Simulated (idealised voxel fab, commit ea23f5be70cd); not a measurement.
A process module follows: voxel capacitor over wiring.
Cross-section cut spans 215 nm and uses square cells 5 nm in size.
If you're reading a cross-section in this doc, picture square cells in a grid; it comes to you as bands, top ones listed first down to the bottom, and a band can be one or more rows of cells.
Quick guide to a band line: top height, bottom height (nm) up front; then every material left to right with its width in nm. Only one material and it's marked "everywhere"? Then it fills the band edge to edge. And "blank" just means empty space.
Where do heights start? At 0: under that level the wafer as delivered is made of one material only. And the lowest band has no floor; it just carries on downward, as in "0 and below".
Read "30..40" as a graded width: first number on top, second number at the bottom, same change between each pair of neighbouring rows.
The designation "no change", where it is given for a processing step, indicates that no cell of the cross-section was altered in the course of that step.
Each empty space that has no open way to the top and spans at least 8 cells appears under "Closed void entries" as width x height at distance, the distance counted from the left edge, all in nm.
Read whatever lies past the settings on a step's line as the simulator's own remark about the step.
What "overlay nm" on a step's line means: if the step has a mask, that mask lay this far to the right of its planned place, or, when the value is negative, to the left.
Process steps (planned):
1,RECEIVE [material Si]
2,CONFORMAL_DEP [material SiO2] [thk nm 15]
3,CONFORMAL_DEP [material SiCN] [thk nm 5]
4,DIRECTIONAL_DEP [material SiO2] [thk nm 20]
5,MASKED_ETCH [tone open] [mask id METAL_1] [width nm 30] [pitch nm 80] [etch materials SiO2] [depth nm 20] [overlay nm 0]
6,MASKED_ETCH [tone open] [mask id METAL_1] [width nm 30] [pitch nm 80] [etch materials SiCN] [depth nm 5] [overlay nm 0]
7,CONFORMAL_DEP [material TiN] [thk nm 5]
8,FILL_DEP [material Cu] [thk nm 10]
9,CMP [height nm 40]
10,CONFORMAL_DEP [material SiCN] [thk nm 5]
11,DIRECTIONAL_DEP [material lowk] [thk nm 15]
12,MASKED_ETCH [tone open] [mask id PLUG_1] [width nm 15] [etch materials lowk] [depth nm 15] [overlay nm 0]
13,MASKED_ETCH [tone open] [mask id PLUG_1] [width nm 15] [etch materials SiCN] [depth nm 5] [overlay nm 0]
14,CONFORMAL_DEP [material TiN] [thk nm 5]
15,FILL_DEP [material W] [thk nm 10]
16,CMP [height nm 60]
17,DIRECTIONAL_DEP [material TiN] [thk nm 10]
18,DIRECTIONAL_DEP [material HfO2] [thk nm 5]
19,DIRECTIONAL_DEP [material TiN] [thk nm 5]
20,MASKED_ETCH [tone cover] [mask id UPPER_PLATE] [width nm 55] [etch materials TiN] [depth nm 5] [overlay nm 0]
21,MASKED_ETCH [tone cover] [mask id UPPER_PLATE] [width nm 55] [etch materials HfO2] [depth nm 5] [overlay nm 0]
22,MASKED_ETCH [tone cover] [mask id LOWER_PLATE] [width nm 65] [etch materials TiN] [depth nm 10] [overlay nm 0]
23,FILL_DEP [material SiO2] [thk nm 20]
24,CMP [height nm 95]
25,MASKED_ETCH [tone open] [mask id PLUG_2] [width nm 15] [etch materials SiO2] [depth nm 15] [overlay nm 0]
26,CONFORMAL_DEP [material TiN] [thk nm 5]
27,FILL_DEP [material Cu] [thk nm 10]
28,CMP [height nm 95]
29,CONFORMAL_DEP [material SiCN] [thk nm 5]
As-received wafer cross-section (after step 1):
* 0 and below = Si everywhere
* Closed void entries: none
End-of-module cross-section. Starting structure and process plan as above; one mistake made in running it:
* 100 down to 95 = SiCN everywhere
* 95 down to 85 = SiO2=75, then TiN=5, then Cu=5, then TiN=5, then SiO2=125
* 85 down to 75 = SiO2=75..65, then TiN=15..55, then SiO2=125..95
* 75 down to 70 = SiO2=65, then HfO2=55, then SiO2=95
* 70 down to 60 = SiO2=60, then TiN=65, then SiO2=90
* 60 down to 45 = lowk=65, then TiN=5, then W=5, then TiN=5, then lowk=135
* 45 down to 40 = SiCN=65, then TiN=15, then SiCN=135
* 40 down to 35 = SiCN=50, then TiN=30, then SiCN=50, then TiN=30, then SiCN=55
* 35 down to 0 = SiO2 everywhere
* 0 and below = Si everywhere
* Closed void entries: none
The mistake made against the process plan was this: the processing plan was not followed for steps 3 and 4, which were run with their positions exchanged
